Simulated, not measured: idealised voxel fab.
Process module name: voxel transistor to metal
260 nm wide, 5 nm square cells: that's cross-section cut.
Think of the cross-section as a grid of square cells. We describe it in bands, top to bottom, and each band covers one or more rows of those cells.
A band entry consists of two parts. The first gives the height of the band's top and the height of its bottom, in nm. The rest lists the band's materials from left to right, each with its width in nm. A single material labelled with the word "edge to edge" fills the band from edge to edge, and the word "empty" marks empty space.
It should be noted that heights are counted from 0, beneath which the wafer as supplied is of one material throughout, and that the lowest band possesses no lower boundary but continues downward, as written in "0 -> down".
The notation "30 to 40" denotes a width that varies across the rows of cells in the band, beginning at the first number in the top row, finishing at the second number in the bottom row, and changing by an identical amount from each row to the next.
"remained unchanged", as given for a step, is the statement that not any cell of the cross-section underwent a change during that step.
In "Closed cavity list" the enclosed voids are listed, meaning empty spaces of 8 cells or larger without any opening to the top. The form is width x height at distance, distance from the left edge, units nm.
On a step's line, text after the settings is the simulator commenting on that step.
Among the settings permitted on a step's line is "overlay nm"; applied to a step with a mask, it specifies the extent to which the mask lay to the right of its planned position, whereas a negative figure signifies a position to the left.
# Process steps (planned)
1: op RECEIVE | material Si
2: op CONFORMAL_DEP | material SiO2 | thk nm 5
3: op CONFORMAL_DEP | material SiN | thk nm 15
4: op PATTERN | tone cover | mask id ACTIVE | material resist | width nm 90 | pitch nm 120 | thk nm 20 | overlay nm 0
5: op DIRECTIONAL_ETCH | etch materials SiN | depth nm 15
6: op DIRECTIONAL_ETCH | etch materials SiO2 | depth nm 5
7: op DIRECTIONAL_ETCH | etch materials Si | depth nm 30
8: op STRIP | etch materials resist
9: op FILL_DEP | material SiO2 | thk nm 5
10: op CMP | height nm 20
11: op SELECTIVE_ETCH | etch materials SiO2 | depth nm 15
12: op STRIP | etch materials SiN
13: op SELECTIVE_ETCH | etch materials SiO2 | depth nm 5
14: op OXIDIZE | depth nm 5
15: op DIRECTIONAL_DEP | material polySi | thk nm 25
16: op DIRECTIONAL_DEP | material SiCN | thk nm 10
17: op MASKED_ETCH | tone cover | mask id GATE | width nm 20 | pitch nm 120 | etch materials SiCN | depth nm 20 | overlay nm 0
18: op MASKED_ETCH | tone cover | mask id GATE | width nm 20 | pitch nm 120 | etch materials polySi | depth nm 35 | overlay nm 0
19: op CONFORMAL_DEP | material SiN | thk nm 5
20: op DIRECTIONAL_ETCH | etch materials SiN | depth nm 5
21: op DIRECTIONAL_ETCH | etch materials SiO2 | depth nm 5
22: op EPI | material SiGe | thk nm 5
23: op FILL_DEP | material SiO2 | thk nm 5
24: op CMP | height nm 35
25: op DIRECTIONAL_DEP | material SiO2 | thk nm 10
26: op DIRECTIONAL_DEP | material aC | thk nm 15
27: op PATTERN | tone open | mask id CONTACT | material resist | width nm 25 | thk nm 30 | overlay nm 0
28: op DIRECTIONAL_ETCH | etch materials aC | depth nm 15
29: op STRIP | etch materials resist
30: op DIRECTIONAL_ETCH | etch materials SiO2 | depth nm 45
31: op STRIP | etch materials aC
32: op CONFORMAL_DEP | material TiN | thk nm 5
33: op FILL_DEP | material W | thk nm 10
34: op CMP | height nm 45
35: op CONFORMAL_DEP | material SiN | thk nm 5
36: op DIRECTIONAL_DEP | material SiO2 | thk nm 25
37: op DIRECTIONAL_DEP | material aC | thk nm 15
38: op PATTERN | tone open | mask id METAL_1 | material resist | width nm 15 | thk nm 35 | overlay nm 0
39: op DIRECTIONAL_ETCH | etch materials aC | depth nm 15
40: op STRIP | etch materials resist
41: op DIRECTIONAL_ETCH | etch materials SiO2 | depth nm 25
42: op DIRECTIONAL_ETCH | etch materials SiN | depth nm 5
43: op STRIP | etch materials aC
44: op CONFORMAL_DEP | material TiN | thk nm 5
45: op FILL_DEP | material Cu | thk nm 5
46: op CMP | height nm 75
47: op EPI | material Ru | thk nm 5
48: op FILL_DEP | material SiCN | thk nm 5
49: op DIRECTIONAL_DEP | material lowk | thk nm 25
50: op PATTERN | tone open | mask id METAL_2 | material resist | width nm 15 | pitch nm 120 | thk nm 15 | overlay nm 0
51: op DIRECTIONAL_ETCH | etch materials lowk | depth nm 15
52: op STRIP | etch materials resist
53: op DIRECTIONAL_DEP | material aC | thk nm 10
54: op PATTERN | tone open | mask id METAL_2_HOLES | material resist | width nm 15 | pitch nm 120 | thk nm 30 | overlay nm 0
55: op DIRECTIONAL_ETCH | etch materials aC | depth nm 10
56: op STRIP | etch materials resist
57: op DIRECTIONAL_ETCH | etch materials lowk | depth nm 10
58: op DIRECTIONAL_ETCH | etch materials SiCN | depth nm 5
59: op STRIP | etch materials aC
60: op CONFORMAL_DEP | material TiN | thk nm 5
61: op FILL_DEP | material Cu | thk nm 5
62: op CMP | height nm 110
63: op CONFORMAL_DEP | material SiN | thk nm 5
# The cross-section here shows the wafer as received, i.e. in its state after step 1
* 0 -> down = Si edge to edge
* Closed cavity list: none
# Cross-section, first of two wafers, end of module, run as planned
* 115 -> 110 = SiN edge to edge
* 110 -> 85 = lowk: 30  TiN: 5  Cu: 5  TiN: 5  lowk: 105  TiN: 5  Cu: 5  TiN: 5  lowk: 95
* 85 -> 80 = SiCN: 30  TiN: 15  SiCN: 105  TiN: 15  SiCN: 95
* 80 -> 75 = SiCN: 25  Ru: 25  SiCN: 40  Ru: 25  SiCN: 30  Ru: 25  SiCN: 40  Ru: 25  SiCN: 25
* 75 -> 50 = SiO2: 30  TiN: 5  Cu: 5  TiN: 5  SiO2: 50  TiN: 5  Cu: 5  TiN: 5  SiO2: 40  TiN: 5  Cu: 5  TiN: 5  SiO2: 50  TiN: 5  Cu: 5  TiN: 5  SiO2: 30
* 50 -> 45 = SiN: 30  TiN: 15  SiN: 50  TiN: 15  SiN: 40  TiN: 15  SiN: 50  TiN: 15  SiN: 30
* 45 -> 35 = SiO2: 30  TiN: 5  W: 15  TiN: 5  SiO2: 30  TiN: 5  W: 15  TiN: 5  SiO2: 40  TiN: 5  W: 15  TiN: 5  SiO2: 30  TiN: 5  W: 15  TiN: 5  SiO2: 30
* 35 -> 25 = SiO2: 30  TiN: 5  W: 15  TiN: 5  SiN: 5  SiCN: 20  SiN: 5  TiN: 5  W: 15  TiN: 5  SiO2: 40  TiN: 5  W: 15  TiN: 5  SiN: 5  SiCN: 20  SiN: 5  TiN: 5  W: 15  TiN: 5  SiO2: 30
* 25 -> 5 = SiO2: 30  TiN: 5  W: 15  TiN: 5  SiN: 5  polySi: 20  SiN: 5  TiN: 5  W: 15  TiN: 5  SiO2: 40  TiN: 5  W: 15  TiN: 5  SiN: 5  polySi: 20  SiN: 5  TiN: 5  W: 15  TiN: 5  SiO2: 30
* 5 -> 0 = SiO2: 30  TiN: 25  SiN: 5  polySi: 20  SiN: 5  TiN: 25  SiO2: 40  TiN: 25  SiN: 5  polySi: 20  SiN: 5  TiN: 25  SiO2: 30
* 0 -> -5 = SiO2: 20  SiGe: 35  SiO2: 30  SiGe: 35  SiO2: 20  SiGe: 35  SiO2: 30  SiGe: 35  SiO2: 20
* -5 -> -30 = SiO2: 25  Si: 90  SiO2: 30  Si: 90  SiO2: 25
* -30 -> down = Si edge to edge
* Closed cavity list: none
# Cross-section of the latter of the two wafers at module completion. It had an identical start and an identical plan to the former; in running it, one mistake was made
* 115 -> 110 = SiN edge to edge
* 110 -> 85 = lowk: 30  TiN: 5  Cu: 5  TiN: 5  lowk: 105  TiN: 5  Cu: 5  TiN: 5  lowk: 95
* 85 -> 80 = SiCN: 30  TiN: 15  SiCN: 105  TiN: 15  SiCN: 95
* 80 -> 75 = SiCN: 25  Ru: 25  SiCN: 40  Ru: 25  SiCN: 30  Ru: 25  SiCN: 40  Ru: 25  SiCN: 25
* 75 -> 50 = SiO2: 30  TiN: 5  Cu: 5  TiN: 5  SiO2: 50  TiN: 5  Cu: 5  TiN: 5  SiO2: 40  TiN: 5  Cu: 5  TiN: 5  SiO2: 50  TiN: 5  Cu: 5  TiN: 5  SiO2: 30
* 50 -> 45 = SiN: 30  TiN: 15  SiN: 50  TiN: 15  SiN: 40  TiN: 15  SiN: 50  TiN: 15  SiN: 30
* 45 -> 35 = SiO2: 30  TiN: 5  W: 15  TiN: 5  SiO2: 30  TiN: 5  W: 15  TiN: 5  SiO2: 40  TiN: 5  W: 15  TiN: 5  SiO2: 30  TiN: 5  W: 15  TiN: 5  SiO2: 30
* 35 -> 25 = SiO2: 30  TiN: 5  W: 15  TiN: 5  SiN: 5  SiCN: 20  SiN: 5  TiN: 5  W: 15  TiN: 5  SiO2: 40  TiN: 5  W: 15  TiN: 5  SiN: 5  SiCN: 20  SiN: 5  TiN: 5  W: 15  TiN: 5  SiO2: 30
* 25 -> 5 = SiO2: 30  TiN: 5  W: 15  TiN: 5  SiN: 5  polySi: 20  SiN: 5  TiN: 5  W: 15  TiN: 5  SiO2: 40  TiN: 5  W: 15  TiN: 5  SiN: 5  polySi: 20  SiN: 5  TiN: 5  W: 15  TiN: 5  SiO2: 30
* 5 -> 0 = SiO2: 30  TiN: 25  SiN: 5  polySi: 20  SiN: 5  TiN: 25  SiO2: 40  TiN: 25  SiN: 5  polySi: 20  SiN: 5  TiN: 25  SiO2: 30
* 0 -> -5 = SiO2: 20  SiGe: 35  SiO2: 30  SiGe: 40  SiO2: 15  SiGe: 35  SiO2: 30  SiGe: 40  SiO2: 15
* -5 -> -30 = SiO2: 25  Si: 95  SiO2: 25  Si: 95  SiO2: 20
* -30 -> down = Si edge to edge
* Closed cavity list: none
Misprocessing identified: step 4 deviated from plan and actually ran as op PATTERN | tone cover | mask id ACTIVE | material resist | width nm 95 | pitch nm 120 | thk nm 20 | overlay nm 0
Final tally in cells, some materials are higher or lower on the second wafer than on the first: Si +10; SiGe +2; SiO2 -12
